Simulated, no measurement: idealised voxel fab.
Title: Process Module voxel tone inversion
cross-section cut | 250 nm wide | cells 5 nm
When this document writes out a cross-section, it uses a grid of square cells and lists it as bands, beginning at the top and moving down, with a band standing for one or more rows of cells. Top, bottom (nm), then materials left to right with widths (nm); lone material tagged "throughout" fills the whole band edge to edge; "blank" = empty space. We count height from 0. Below that, the starting wafer is all one material. The lowest band never ends at the bottom but goes on down; see "top 0, no bottom" for how that is written. So if you see something like "30->40" for the width, read it as the top row of the band sitting at the first number and the bottom row at the second, with every row in between moving by the same amount as the last. It should be understood that the words "no alteration", when stated for a given step, signify that the cross-section underwent no change in any of its cells during that step. For the entry "Sealed void inventory", the listed items are empty spaces with no open way to the top whose size is 8 cells or more; each item follows the pattern width x height at distance, where distance is from the left edge and all three are in nm. On each step's line, the part that comes after the settings is the simulator's own comment on the step. On any step carrying a mask, the "overlay nm" setting, if present on the step's line, tells how far right of its planned place the mask lay; negative values point to the left. Each of the pairs that make up the rest of this document says: here is the cross-section before one process step, here is the cross-section after it, drawn only down to the lowest band that changed, and here, under the pair, is the step lying between them with its settings. Different pairs may come from different runs of this module on the same starting wafer, so a pair continues from the pair above it only where its entry headed "Pre-process cross-section" says so.
# Pre-process cross-section
    top 0, no bottom: Si throughout
    Sealed void inventory: none
# Resulting Cross-Section
    top 10, bottom 0: SiN throughout
    Everything below 0 is unchanged.
    Sealed void inventory: none
Which step turns the before cross-section above into the after cross-section? CONFORMAL_DEP, material SiN, thk nm 10
Pre-process cross-section: taken from the pair above, after panel.
# Resulting Cross-Section
    top 35, bottom 10: polySi throughout
    Everything below 10 is unchanged.
    Sealed void inventory: none
Which step turns the before cross-section above into the after cross-section? DIRECTIONAL_DEP, material polySi, thk nm 25
Pre-process cross-section: taken from the pair above, after panel.
# Resulting Cross-Section
    top 70, bottom 35: 70 of blank, 15 of resist, 30 of blank, 15 of resist, 30 of blank, 15 of resist, 75 of blank
    Everything below 35 is unchanged.
    Sealed void inventory: none
Which step turns the before cross-section above into the after cross-section? PATTERN, tone cover, mask id POSTS, material resist, width nm 15, pitch nm 45, thk nm 35, overlay nm 0
Pre-process cross-section: taken from the pair above, after panel.
# Resulting Cross-Section
    top 70, bottom 35: 70 of blank, 15 of resist, 30 of blank, 15 of resist, 30 of blank, 15 of resist, 75 of blank
    top 35, bottom 10: 70 of blank, 15 of polySi, 30 of blank, 15 of polySi, 30 of blank, 15 of polySi, 75 of blank
    Everything below 10 is unchanged.
    Sealed void inventory: none
Which step turns the before cross-section above into the after cross-section? DIRECTIONAL_ETCH, etch materials polySi, depth nm 25
Pre-process cross-section: taken from the pair above, after panel.
# Resulting Cross-Section
    top 35, bottom 10: 70 of blank, 15 of polySi, 30 of blank, 15 of polySi, 30 of blank, 15 of polySi, 75 of blank
    Everything below 10 is unchanged.
    Sealed void inventory: none
Which step turns the before cross-section above into the after cross-section? STRIP, etch materials resist
Pre-process cross-section: taken from the pair above, after panel.
# Resulting Cross-Section
    top 45, bottom 35: SiO2 throughout
    top 35, bottom 10: 70 of SiO2, 15 of polySi, 30 of SiO2, 15 of polySi, 30 of SiO2, 15 of polySi, 75 of SiO2
    Everything below 10 is unchanged.
    Sealed void inventory: none
Which step turns the before cross-section above into the after cross-section? FILL_DEP, material SiO2, thk nm 10
Pre-process cross-section: taken from the pair above, after panel.
# Resulting Cross-Section
    top 35, bottom 10: 70 of SiO2, 15 of polySi, 30 of SiO2, 15 of polySi, 30 of SiO2, 15 of polySi, 75 of SiO2
    Everything below 10 is unchanged.
    Sealed void inventory: none
Which step turns the before cross-section above into the after cross-section? CMP, height nm 35
Pre-process cross-section: taken from the pair above, after panel.
# Resulting Cross-Section
    top 35, bottom 10: 70 of SiO2, 15 of blank, 30 of SiO2, 15 of blank, 30 of SiO2, 15 of blank, 75 of SiO2
    Everything below 10 is unchanged.
    Sealed void inventory: none
Which step turns the before cross-section above into the after cross-section? STRIP, etch materials polySi
Pre-process cross-section: taken from the pair above, after panel.
# Resulting Cross-Section
    top 40, bottom 35: 75 of TiN, 5 of blank, 40 of TiN, 5 of blank, 40 of TiN, 5 of blank, 80 of TiN
    top 35, bottom 15: 70 of SiO2, 5 of TiN, 5 of blank, 5 of TiN, 30 of SiO2, 5 of TiN, 5 of blank, 5 of TiN, 30 of SiO2, 5 of TiN, 5 of blank, 5 of TiN, 75 of SiO2
    top 15, bottom 10: 70 of SiO2, 15 of TiN, 30 of SiO2, 15 of TiN, 30 of SiO2, 15 of TiN, 75 of SiO2
    Everything below 10 is unchanged.
    Sealed void inventory: none
Which step turns the before cross-section above into the after cross-section? CONFORMAL_DEP, material TiN, thk nm 5
Pre-process cross-section: taken from the pair above, after panel.
# Resulting Cross-Section
    top 50, bottom 40: Ru throughout
    top 40, bottom 35: 75 of TiN, 5 of Ru, 40 of TiN, 5 of Ru, 40 of TiN, 5 of Ru, 80 of TiN
    top 35, bottom 15: 70 of SiO2, 5 of TiN, 5 of Ru, 5 of TiN, 30 of SiO2, 5 of TiN, 5 of Ru, 5 of TiN, 30 of SiO2, 5 of TiN, 5 of Ru, 5 of TiN, 75 of SiO2
    Everything below 15 is unchanged.
    Sealed void inventory: none
Which step turns the before cross-section above into the after cross-section? FILL_DEP, material Ru, thk nm 10
Pre-process cross-section: taken from the pair above, after panel.
# Resulting Cross-Section
    top 35, bottom 15: 70 of SiO2, 5 of TiN, 5 of Ru, 5 of TiN, 30 of SiO2, 5 of TiN, 5 of Ru, 5 of TiN, 30 of SiO2, 5 of TiN, 5 of Ru, 5 of TiN, 75 of SiO2
    Everything below 15 is unchanged.
    Sealed void inventory: none
Which step turns the before cross-section above into the after cross-section? CMP, height nm 35
Pre-process cross-section: taken from the pair above, after panel.
# Resulting Cross-Section
    top 40, bottom 35: SiN throughout
    Everything below 35 is unchanged.
    Sealed void inventory: none
Which step turns the before cross-section above into the after cross-section? CONFORMAL_DEP, material SiN, thk nm 5
# Pre-process cross-section
    top 0, no bottom: Si throughout
    Sealed void inventory: none
# Resulting Cross-Section
    top 25, bottom 0: polySi throughout
    Everything below 0 is unchanged.
    Sealed void inventory: none
Which step turns the before cross-section above into the after cross-section? DIRECTIONAL_DEP, material polySi, thk nm 25
Pre-process cross-section: taken from the pair above, after panel.
# Resulting Cross-Section
    top 60, bottom 25: 70 of blank, 15 of resist, 30 of blank, 15 of resist, 30 of blank, 15 of resist, 75 of blank
    Everything below 25 is unchanged.
    Sealed void inventory: none
Which step turns the before cross-section above into the after cross-section? PATTERN, tone cover, mask id POSTS, material resist, width nm 15, pitch nm 45, thk nm 35, overlay nm 0
Pre-process cross-section: taken from the pair above, after panel.
# Resulting Cross-Section
    top 60, bottom 25: 70 of blank, 15 of resist, 30 of blank, 15 of resist, 30 of blank, 15 of resist, 75 of blank
    top 25, bottom 0: 70 of blank, 15 of polySi, 30 of blank, 15 of polySi, 30 of blank, 15 of polySi, 75 of blank
    Everything below 0 is unchanged.
    Sealed void inventory: none
Which step turns the before cross-section above into the after cross-section? DIRECTIONAL_ETCH, etch materials polySi, depth nm 25
Pre-process cross-section: taken from the pair above, after panel.
# Resulting Cross-Section
    top 25, bottom 0: 70 of blank, 15 of polySi, 30 of blank, 15 of polySi, 30 of blank, 15 of polySi, 75 of blank
    Everything below 0 is unchanged.
    Sealed void inventory: none
Which step turns the before cross-section above into the after cross-section? STRIP, etch materials resist
Pre-process cross-section: taken from the pair above, after panel.
# Resulting Cross-Section
    top 35, bottom 25: SiO2 throughout
    top 25, bottom 0: 70 of SiO2, 15 of polySi, 30 of SiO2, 15 of polySi, 30 of SiO2, 15 of polySi, 75 of SiO2
    Everything below 0 is unchanged.
    Sealed void inventory: none
Which step turns the before cross-section above into the after cross-section? FILL_DEP, material SiO2, thk nm 10
Pre-process cross-section: taken from the pair above, after panel.
# Resulting Cross-Section
    top 40, bottom 35: TiN throughout
    Everything below 35 is unchanged.
    Sealed void inventory: none
Which step turns the before cross-section above into the after cross-section? CONFORMAL_DEP, material TiN, thk nm 5
Pre-process cross-section: taken from the pair above, after panel.
# Resulting Cross-Section
    top 50, bottom 40: Ru throughout
    Everything below 40 is unchanged.
    Sealed void inventory: none
Which step turns the before cross-section above into the after cross-section? FILL_DEP, material Ru, thk nm 10
Pre-process cross-section: taken from the pair above, after panel.
# Resulting Cross-Section
    top 35, bottom 25: SiO2 throughout
    Everything below 25 is unchanged.
    Sealed void inventory: none
Which step turns the before cross-section above into the after cross-section? CMP, height nm 35
Pre-process cross-section: taken from the pair above, after panel.
# Resulting Cross-Section
    top 40, bottom 35: SiN throughout
    Everything below 35 is unchanged.
    Sealed void inventory: none
Which step turns the before cross-section above into the after cross-section? CONFORMAL_DEP, material SiN, thk nm 5
# Pre-process cross-section
    top 50, bottom 40: Ru throughout
    top 40, bottom 35: 75 of TiN, 5 of Ru, 40 of TiN, 5 of Ru, 40 of TiN, 5 of Ru, 80 of TiN
    top 35, bottom 15: 70 of SiO2, 5 of TiN, 5 of Ru, 5 of TiN, 30 of SiO2, 5 of TiN, 5 of Ru, 5 of TiN, 30 of SiO2, 5 of TiN, 5 of Ru, 5 of TiN, 75 of SiO2
    top 15, bottom 10: 70 of SiO2, 15 of TiN, 30 of SiO2, 15 of TiN, 30 of SiO2, 15 of TiN, 75 of SiO2
    top 10, bottom 0: SiN throughout
    top 0, no bottom: Si throughout
    Sealed void inventory: none
# Resulting Cross-Section
    top 60, bottom 40: Ru throughout
    Everything below 40 is unchanged.
    Sealed void inventory: none
Which step turns the before cross-section above into the after cross-section? FILL_DEP, material Ru, thk nm 10
Pre-process cross-section: taken from the pair above, after panel.
# Resulting Cross-Section
    top 35, bottom 15: 70 of SiO2, 5 of TiN, 5 of Ru, 5 of TiN, 30 of SiO2, 5 of TiN, 5 of Ru, 5 of TiN, 30 of SiO2, 5 of TiN, 5 of Ru, 5 of TiN, 75 of SiO2
    Everything below 15 is unchanged.
    Sealed void inventory: none
Which step turns the before cross-section above into the after cross-section? CMP, height nm 35
# Pre-process cross-section
    top 25, bottom 0: polySi throughout
    top 0, no bottom: Si throughout
    Sealed void inventory: none
# Resulting Cross-Section
    top 35, bottom 25: SiN throughout
    Everything below 25 is unchanged.
    Sealed void inventory: none
Which step turns the before cross-section above into the after cross-section? CONFORMAL_DEP, material SiN, thk nm 10
Pre-process cross-section: taken from the pair above, after panel.
# Resulting Cross-Section
    top 70, bottom 35: 70 of blank, 15 of resist, 30 of blank, 15 of resist, 30 of blank, 15 of resist, 75 of blank
    Everything below 35 is unchanged.
    Sealed void inventory: none
Which step turns the before cross-section above into the after cross-section? PATTERN, tone cover, mask id POSTS, material resist, width nm 15, pitch nm 45, thk nm 35, overlay nm 0
Pre-process cross-section: taken from the pair above, after panel.
# Resulting Cross-Section
    top 35, bottom 25: SiN throughout
    Everything below 25 is unchanged.
    Sealed void inventory: none
Which step turns the before cross-section above into the after cross-section? STRIP, etch materials resist
Pre-process cross-section: taken from the pair above, after panel.
# Resulting Cross-Section
    top 45, bottom 35: SiO2 throughout
    Everything below 35 is unchanged.
    Sealed void inventory: none
Which step turns the before cross-section above into the after cross-section? FILL_DEP, material SiO2, thk nm 10
Pre-process cross-section: taken from the pair above, after panel.
# Resulting Cross-Section
    top 35, bottom 25: SiN throughout
    Everything below 25 is unchanged.
    Sealed void inventory: none
Which step turns the before cross-section above into the after cross-section? CMP, height nm 35
Pre-process cross-section: taken from the pair above, after panel.
# Resulting Cross-Section
    top 40, bottom 35: TiN throughout
    Everything below 35 is unchanged.
    Sealed void inventory: none
Which step turns the before cross-section above into the after cross-section? CONFORMAL_DEP, material TiN, thk nm 5
Pre-process cross-section: taken from the pair above, after panel.
# Resulting Cross-Section
    top 50, bottom 40: Ru throughout
    Everything below 40 is unchanged.
    Sealed void inventory: none
Which step turns the before cross-section above into the after cross-section? FILL_DEP, material Ru, thk nm 10
Pre-process cross-section: taken from the pair above, after panel.
# Resulting Cross-Section
    top 35, bottom 25: SiN throughout
    Everything below 25 is unchanged.
    Sealed void inventory: none
Which step turns the before cross-section above into the after cross-section? CMP, height nm 35
Pre-process cross-section: taken from the pair above, after panel.
# Resulting Cross-Section
    top 40, bottom 25: SiN throughout
    Everything below 25 is unchanged.
    Sealed void inventory: none
Which step turns the before cross-section above into the after cross-section? CONFORMAL_DEP, material SiN, thk nm 5
# Pre-process cross-section
    top 45, bottom 35: SiO2 throughout
    top 35, bottom 10: 70 of SiO2, 15 of polySi, 30 of SiO2, 15 of polySi, 30 of SiO2, 15 of polySi, 75 of SiO2
    top 10, bottom 0: SiN throughout
    top 0, no bottom: Si throughout
    Sealed void inventory: none
# Resulting Cross-Section
    top 25, bottom 10: 70 of SiO2, 15 of polySi, 30 of SiO2, 15 of polySi, 30 of SiO2, 15 of polySi, 75 of SiO2
    Everything below 10 is unchanged.
    Sealed void inventory: none
Which step turns the before cross-section above into the after cross-section? CMP, height nm 25
Pre-process cross-section: taken from the pair above, after panel.
# Resulting Cross-Section
    top 25, bottom 10: 70 of SiO2, 15 of blank, 30 of SiO2, 15 of blank, 30 of SiO2, 15 of blank, 75 of SiO2
    Everything below 10 is unchanged.
    Sealed void inventory: none
Which step turns the before cross-section above into the after cross-section? STRIP, etch materials polySi
Pre-process cross-section: taken from the pair above, after panel.
# Resulting Cross-Section
    top 30, bottom 25: 75 of TiN, 5 of blank, 40 of TiN, 5 of blank, 40 of TiN, 5 of blank, 80 of TiN
    top 25, bottom 15: 70 of SiO2, 5 of TiN, 5 of blank, 5 of TiN, 30 of SiO2, 5 of TiN, 5 of blank, 5 of TiN, 30 of SiO2, 5 of TiN, 5 of blank, 5 of TiN, 75 of SiO2
    top 15, bottom 10: 70 of SiO2, 15 of TiN, 30 of SiO2, 15 of TiN, 30 of SiO2, 15 of TiN, 75 of SiO2
    Everything below 10 is unchanged.
    Sealed void inventory: none
Which step turns the before cross-section above into the after cross-section? CONFORMAL_DEP, material TiN, thk nm 5
Pre-process cross-section: taken from the pair above, after panel.
# Resulting Cross-Section
    top 40, bottom 30: Ru throughout
    top 30, bottom 25: 75 of TiN, 5 of Ru, 40 of TiN, 5 of Ru, 40 of TiN, 5 of Ru, 80 of TiN
    top 25, bottom 15: 70 of SiO2, 5 of TiN, 5 of Ru, 5 of TiN, 30 of SiO2, 5 of TiN, 5 of Ru, 5 of TiN, 30 of SiO2, 5 of TiN, 5 of Ru, 5 of TiN, 75 of SiO2
    Everything below 15 is unchanged.
    Sealed void inventory: none
Which step turns the before cross-section above into the after cross-section? FILL_DEP, material Ru, thk nm 10
Pre-process cross-section: taken from the pair above, after panel.
# Resulting Cross-Section
    top 35, bottom 30: Ru throughout
    Everything below 30 is unchanged.
    Sealed void inventory: none
Which step turns the before cross-section above into the after cross-section? CMP, height nm 35
Pre-process cross-section: taken from the pair above, after panel.
# Resulting Cross-Section
    top 40, bottom 35: SiN throughout
    Everything below 35 is unchanged.
    Sealed void inventory: none
Which step turns the before cross-section above into the after cross-section? CONFORMAL_DEP, material SiN, thk nm 5
# Pre-process cross-section
    top 35, bottom 10: polySi throughout
    top 10, bottom 0: SiN throughout
    top 0, no bottom: Si throughout
    Sealed void inventory: none
# Resulting Cross-Section
    top 70, bottom 35: 65 of blank, 25 of resist, 20 of blank, 25 of resist, 20 of blank, 25 of resist, 70 of blank
    Everything below 35 is unchanged.
    Sealed void inventory: none
Which step turns the before cross-section above into the after cross-section? PATTERN, tone cover, mask id POSTS, material resist, width nm 25, pitch nm 45, thk nm 35, overlay nm 0
Pre-process cross-section: taken from the pair above, after panel.
# Resulting Cross-Section
    top 70, bottom 35: 65 of blank, 25 of resist, 20 of blank, 25 of resist, 20 of blank, 25 of resist, 70 of blank
    top 35, bottom 10: 65 of blank, 25 of polySi, 20 of blank, 25 of polySi, 20 of blank, 25 of polySi, 70 of blank
    Everything below 10 is unchanged.
    Sealed void inventory: none
Which step turns the before cross-section above into the after cross-section? DIRECTIONAL_ETCH, etch materials polySi, depth nm 25
Pre-process cross-section: taken from the pair above, after panel.
# Resulting Cross-Section
    top 35, bottom 10: 65 of blank, 25 of polySi, 20 of blank, 25 of polySi, 20 of blank, 25 of polySi, 70 of blank
    Everything below 10 is unchanged.
    Sealed void inventory: none
Which step turns the before cross-section above into the after cross-section? STRIP, etch materials resist
Pre-process cross-section: taken from the pair above, after panel.
# Resulting Cross-Section
    top 45, bottom 35: SiO2 throughout
    top 35, bottom 10: 65 of SiO2, 25 of polySi, 20 of SiO2, 25 of polySi, 20 of SiO2, 25 of polySi, 70 of SiO2
    Everything below 10 is unchanged.
    Sealed void inventory: none
Which step turns the before cross-section above into the after cross-section? FILL_DEP, material SiO2, thk nm 10
Pre-process cross-section: taken from the pair above, after panel.
# Resulting Cross-Section
    top 35, bottom 10: 65 of SiO2, 25 of polySi, 20 of SiO2, 25 of polySi, 20 of SiO2, 25 of polySi, 70 of SiO2
    Everything below 10 is unchanged.
    Sealed void inventory: none
Which step turns the before cross-section above into the after cross-section? CMP, height nm 35
Pre-process cross-section: taken from the pair above, after panel.
# Resulting Cross-Section
    top 35, bottom 10: 65 of SiO2, 25 of blank, 20 of SiO2, 25 of blank, 20 of SiO2, 25 of blank, 70 of SiO2
    Everything below 10 is unchanged.
    Sealed void inventory: none
Which step turns the before cross-section above into the after cross-section? STRIP, etch materials polySi
Pre-process cross-section: taken from the pair above, after panel.
# Resulting Cross-Section
    top 40, bottom 35: 70 of TiN, 15 of blank, 30 of TiN, 15 of blank, 30 of TiN, 15 of blank, 75 of TiN
    top 35, bottom 15: 65 of SiO2, 5 of TiN, 15 of blank, 5 of TiN, 20 of SiO2, 5 of TiN, 15 of blank, 5 of TiN, 20 of SiO2, 5 of TiN, 15 of blank, 5 of TiN, 70 of SiO2
    top 15, bottom 10: 65 of SiO2, 25 of TiN, 20 of SiO2, 25 of TiN, 20 of SiO2, 25 of TiN, 70 of SiO2
    Everything below 10 is unchanged.
    Sealed void inventory: none
Which step turns the before cross-section above into the after cross-section? CONFORMAL_DEP, material TiN, thk nm 5
Pre-process cross-section: taken from the pair above, after panel.
# Resulting Cross-Section
    top 50, bottom 40: Ru throughout
    top 40, bottom 35: 70 of TiN, 15 of Ru, 30 of TiN, 15 of Ru, 30 of TiN, 15 of Ru, 75 of TiN
    top 35, bottom 15: 65 of SiO2, 5 of TiN, 15 of Ru, 5 of TiN, 20 of SiO2, 5 of TiN, 15 of Ru, 5 of TiN, 20 of SiO2, 5 of TiN, 15 of Ru, 5 of TiN, 70 of SiO2
    Everything below 15 is unchanged.
    Sealed void inventory: none
Which step turns the before cross-section above into the after cross-section? FILL_DEP, material Ru, thk nm 10
Pre-process cross-section: taken from the pair above, after panel.
# Resulting Cross-Section
    top 35, bottom 15: 65 of SiO2, 5 of TiN, 15 of Ru, 5 of TiN, 20 of SiO2, 5 of TiN, 15 of Ru, 5 of TiN, 20 of SiO2, 5 of TiN, 15 of Ru, 5 of TiN, 70 of SiO2
    Everything below 15 is unchanged.
    Sealed void inventory: none
Which step turns the before cross-section above into the after cross-section? CMP, height nm 35
Pre-process cross-section: taken from the pair above, after panel.
# Resulting Cross-Section
    top 40, bottom 35: SiN throughout
    Everything below 35 is unchanged.
    Sealed void inventory: none
Which step turns the before cross-section above into the after cross-section? CONFORMAL_DEP, material SiN, thk nm 5
# Pre-process cross-section
    top 35, bottom 10: polySi throughout
    top 10, bottom 0: SiN throughout
    top 0, no bottom: Si throughout
    Sealed void inventory: none
# Resulting Cross-Section
    top 70, bottom 35: 65 of blank, 15 of resist, 30 of blank, 15 of resist, 30 of blank, 15 of resist, 80 of blank
    Everything below 35 is unchanged.
    Sealed void inventory: none
Which step turns the before cross-section above into the after cross-section? PATTERN, tone cover, mask id POSTS, material resist, width nm 15, pitch nm 45, thk nm 35, overlay nm -5
Pre-process cross-section: taken from the pair above, after panel.
# Resulting Cross-Section
    top 70, bottom 35: 65 of blank, 15 of resist, 30 of blank, 15 of resist, 30 of blank, 15 of resist, 80 of blank
    top 35, bottom 10: 65 of blank, 15 of polySi, 30 of blank, 15 of polySi, 30 of blank, 15 of polySi, 80 of blank
    Everything below 10 is unchanged.
    Sealed void inventory: none
Which step turns the before cross-section above into the after cross-section? DIRECTIONAL_ETCH, etch materials polySi, depth nm 25
Pre-process cross-section: taken from the pair above, after panel.
# Resulting Cross-Section
    top 35, bottom 10: 65 of blank, 15 of polySi, 30 of blank, 15 of polySi, 30 of blank, 15 of polySi, 80 of blank
    Everything below 10 is unchanged.
    Sealed void inventory: none
Which step turns the before cross-section above into the after cross-section? STRIP, etch materials resist
Pre-process cross-section: taken from the pair above, after panel.
# Resulting Cross-Section
    top 45, bottom 35: SiO2 throughout
    top 35, bottom 10: 65 of SiO2, 15 of polySi, 30 of SiO2, 15 of polySi, 30 of SiO2, 15 of polySi, 80 of SiO2
    Everything below 10 is unchanged.
    Sealed void inventory: none
Which step turns the before cross-section above into the after cross-section? FILL_DEP, material SiO2, thk nm 10
Pre-process cross-section: taken from the pair above, after panel.
# Resulting Cross-Section
    top 35, bottom 10: 65 of SiO2, 15 of polySi, 30 of SiO2, 15 of polySi, 30 of SiO2, 15 of polySi, 80 of SiO2
    Everything below 10 is unchanged.
    Sealed void inventory: none
Which step turns the before cross-section above into the after cross-section? CMP, height nm 35
Pre-process cross-section: taken from the pair above, after panel.
# Resulting Cross-Section
    top 35, bottom 10: 65 of SiO2, 15 of blank, 30 of SiO2, 15 of blank, 30 of SiO2, 15 of blank, 80 of SiO2
    Everything below 10 is unchanged.
    Sealed void inventory: none
Which step turns the before cross-section above into the after cross-section? STRIP, etch materials polySi
Pre-process cross-section: taken from the pair above, after panel.
# Resulting Cross-Section
    top 40, bottom 35: 70 of TiN, 5 of blank, 40 of TiN, 5 of blank, 40 of TiN, 5 of blank, 85 of TiN
    top 35, bottom 15: 65 of SiO2, 5 of TiN, 5 of blank, 5 of TiN, 30 of SiO2, 5 of TiN, 5 of blank, 5 of TiN, 30 of SiO2, 5 of TiN, 5 of blank, 5 of TiN, 80 of SiO2
    top 15, bottom 10: 65 of SiO2, 15 of TiN, 30 of SiO2, 15 of TiN, 30 of SiO2, 15 of TiN, 80 of SiO2
    Everything below 10 is unchanged.
    Sealed void inventory: none
Which step turns the before cross-section above into the after cross-section? CONFORMAL_DEP, material TiN, thk nm 5
Pre-process cross-section: taken from the pair above, after panel.
# Resulting Cross-Section
    top 50, bottom 40: Ru throughout
    top 40, bottom 35: 70 of TiN, 5 of Ru, 40 of TiN, 5 of Ru, 40 of TiN, 5 of Ru, 85 of TiN
    top 35, bottom 15: 65 of SiO2, 5 of TiN, 5 of Ru, 5 of TiN, 30 of SiO2, 5 of TiN, 5 of Ru, 5 of TiN, 30 of SiO2, 5 of TiN, 5 of Ru, 5 of TiN, 80 of SiO2
    Everything below 15 is unchanged.
    Sealed void inventory: none
Which step turns the before cross-section above into the after cross-section? FILL_DEP, material Ru, thk nm 10
Pre-process cross-section: taken from the pair above, after panel.
# Resulting Cross-Section
    top 35, bottom 15: 65 of SiO2, 5 of TiN, 5 of Ru, 5 of TiN, 30 of SiO2, 5 of TiN, 5 of Ru, 5 of TiN, 30 of SiO2, 5 of TiN, 5 of Ru, 5 of TiN, 80 of SiO2
    Everything below 15 is unchanged.
    Sealed void inventory: none
Which step turns the before cross-section above into the after cross-section? CMP, height nm 35
Pre-process cross-section: taken from the pair above, after panel.
# Resulting Cross-Section
    top 40, bottom 35: SiN throughout
    Everything below 35 is unchanged.
    Sealed void inventory: none
Which step turns the before cross-section above into the after cross-section? CONFORMAL_DEP, material SiN, thk nm 5
# Pre-process cross-section
    top 0, no bottom: Si throughout
    Sealed void inventory: none
# Resulting Cross-Section
    top 10, bottom 0: SiO2 throughout
    Everything below 0 is unchanged.
    Sealed void inventory: none
Which step turns the before cross-section above into the after cross-section? CONFORMAL_DEP, material SiO2, thk nm 10
Pre-process cross-section: taken from the pair above, after panel.
# Resulting Cross-Section
    top 35, bottom 10: polySi throughout
    Everything below 10 is unchanged.
    Sealed void inventory: none
Which step turns the before cross-section above into the after cross-section? DIRECTIONAL_DEP, material polySi, thk nm 25
Pre-process cross-section: taken from the pair above, after panel.
# Resulting Cross-Section
    top 70, bottom 35: 70 of blank, 15 of resist, 30 of blank, 15 of resist, 30 of blank, 15 of resist, 75 of blank
    Everything below 35 is unchanged.
    Sealed void inventory: none
Which step turns the before cross-section above into the after cross-section? PATTERN, tone cover, mask id POSTS, material resist, width nm 15, pitch nm 45, thk nm 35, overlay nm 0
Pre-process cross-section: taken from the pair above, after panel.
# Resulting Cross-Section
    top 70, bottom 35: 70 of blank, 15 of resist, 30 of blank, 15 of resist, 30 of blank, 15 of resist, 75 of blank
    top 35, bottom 10: 70 of blank, 15 of polySi, 30 of blank, 15 of polySi, 30 of blank, 15 of polySi, 75 of blank
    Everything below 10 is unchanged.
    Sealed void inventory: none
Which step turns the before cross-section above into the after cross-section? DIRECTIONAL_ETCH, etch materials polySi, depth nm 25
Pre-process cross-section: taken from the pair above, after panel.
# Resulting Cross-Section
    top 35, bottom 10: 70 of blank, 15 of polySi, 30 of blank, 15 of polySi, 30 of blank, 15 of polySi, 75 of blank
    Everything below 10 is unchanged.
    Sealed void inventory: none
Which step turns the before cross-section above into the after cross-section? STRIP, etch materials resist
Pre-process cross-section: taken from the pair above, after panel.
# Resulting Cross-Section
    top 45, bottom 35: SiO2 throughout
    top 35, bottom 10: 70 of SiO2, 15 of polySi, 30 of SiO2, 15 of polySi, 30 of SiO2, 15 of polySi, 75 of SiO2
    Everything below 10 is unchanged.
    Sealed void inventory: none
Which step turns the before cross-section above into the after cross-section? FILL_DEP, material SiO2, thk nm 10
Pre-process cross-section: taken from the pair above, after panel.
# Resulting Cross-Section
    top 35, bottom 10: 70 of SiO2, 15 of polySi, 30 of SiO2, 15 of polySi, 30 of SiO2, 15 of polySi, 75 of SiO2
    Everything below 10 is unchanged.
    Sealed void inventory: none
Which step turns the before cross-section above into the after cross-section? CMP, height nm 35
Pre-process cross-section: taken from the pair above, after panel.
# Resulting Cross-Section
    top 35, bottom 10: 70 of SiO2, 15 of blank, 30 of SiO2, 15 of blank, 30 of SiO2, 15 of blank, 75 of SiO2
    Everything below 10 is unchanged.
    Sealed void inventory: none
Which step turns the before cross-section above into the after cross-section? STRIP, etch materials polySi
Pre-process cross-section: taken from the pair above, after panel.
# Resulting Cross-Section
    top 40, bottom 35: 75 of TiN, 5 of blank, 40 of TiN, 5 of blank, 40 of TiN, 5 of blank, 80 of TiN
    top 35, bottom 15: 70 of SiO2, 5 of TiN, 5 of blank, 5 of TiN, 30 of SiO2, 5 of TiN, 5 of blank, 5 of TiN, 30 of SiO2, 5 of TiN, 5 of blank, 5 of TiN, 75 of SiO2
    top 15, bottom 10: 70 of SiO2, 15 of TiN, 30 of SiO2, 15 of TiN, 30 of SiO2, 15 of TiN, 75 of SiO2
    Everything below 10 is unchanged.
    Sealed void inventory: none
Which step turns the before cross-section above into the after cross-section? CONFORMAL_DEP, material TiN, thk nm 5
Pre-process cross-section: taken from the pair above, after panel.
# Resulting Cross-Section
    top 50, bottom 40: Ru throughout
    top 40, bottom 35: 75 of TiN, 5 of Ru, 40 of TiN, 5 of Ru, 40 of TiN, 5 of Ru, 80 of TiN
    top 35, bottom 15: 70 of SiO2, 5 of TiN, 5 of Ru, 5 of TiN, 30 of SiO2, 5 of TiN, 5 of Ru, 5 of TiN, 30 of SiO2, 5 of TiN, 5 of Ru, 5 of TiN, 75 of SiO2
    Everything below 15 is unchanged.
    Sealed void inventory: none
Which step turns the before cross-section above into the after cross-section? FILL_DEP, material Ru, thk nm 10
Pre-process cross-section: taken from the pair above, after panel.
# Resulting Cross-Section
    top 35, bottom 15: 70 of SiO2, 5 of TiN, 5 of Ru, 5 of TiN, 30 of SiO2, 5 of TiN, 5 of Ru, 5 of TiN, 30 of SiO2, 5 of TiN, 5 of Ru, 5 of TiN, 75 of SiO2
    Everything below 15 is unchanged.
    Sealed void inventory: none
Which step turns the before cross-section above into the after cross-section? CMP, height nm 35
Pre-process cross-section: taken from the pair above, after panel.
# Resulting Cross-Section
    top 40, bottom 35: SiN throughout
    Everything below 35 is unchanged.
    Sealed void inventory: none
Which step turns the before cross-section above into the after cross-section? CONFORMAL_DEP, material SiN, thk nm 5
# Pre-process cross-section
    top 35, bottom 10: polySi throughout
    top 10, bottom 0: SiN throughout
    top 0, no bottom: Si throughout
    Sealed void inventory: none
# Resulting Cross-Section
    top 70, bottom 35: 70 of resist, 15 of blank, 30 of resist, 15 of blank, 30 of resist, 15 of blank, 75 of resist
    Everything below 35 is unchanged.
    Sealed void inventory: none
Which step turns the before cross-section above into the after cross-section? PATTERN, tone open, mask id POSTS, material resist, width nm 15, pitch nm 45, thk nm 35, overlay nm 0
Pre-process cross-section: taken from the pair above, after panel.
# Resulting Cross-Section
    top 70, bottom 35: 70 of resist, 15 of blank, 30 of resist, 15 of blank, 30 of resist, 15 of blank, 75 of resist
    top 35, bottom 10: 70 of polySi, 15 of blank, 30 of polySi, 15 of blank, 30 of polySi, 15 of blank, 75 of polySi
    Everything below 10 is unchanged.
    Sealed void inventory: none
Which step turns the before cross-section above into the after cross-section? DIRECTIONAL_ETCH, etch materials polySi, depth nm 25
Pre-process cross-section: taken from the pair above, after panel.
# Resulting Cross-Section
    top 35, bottom 10: 70 of polySi, 15 of blank, 30 of polySi, 15 of blank, 30 of polySi, 15 of blank, 75 of polySi
    Everything below 10 is unchanged.
    Sealed void inventory: none
Which step turns the before cross-section above into the after cross-section? STRIP, etch materials resist
Pre-process cross-section: taken from the pair above, after panel.
# Resulting Cross-Section
    top 45, bottom 35: SiO2 throughout
    top 35, bottom 10: 70 of polySi, 15 of SiO2, 30 of polySi, 15 of SiO2, 30 of polySi, 15 of SiO2, 75 of polySi
    Everything below 10 is unchanged.
    Sealed void inventory: none
Which step turns the before cross-section above into the after cross-section? FILL_DEP, material SiO2, thk nm 10
Pre-process cross-section: taken from the pair above, after panel.
# Resulting Cross-Section
    top 35, bottom 10: 70 of polySi, 15 of SiO2, 30 of polySi, 15 of SiO2, 30 of polySi, 15 of SiO2, 75 of polySi
    Everything below 10 is unchanged.
    Sealed void inventory: none
Which step turns the before cross-section above into the after cross-section? CMP, height nm 35
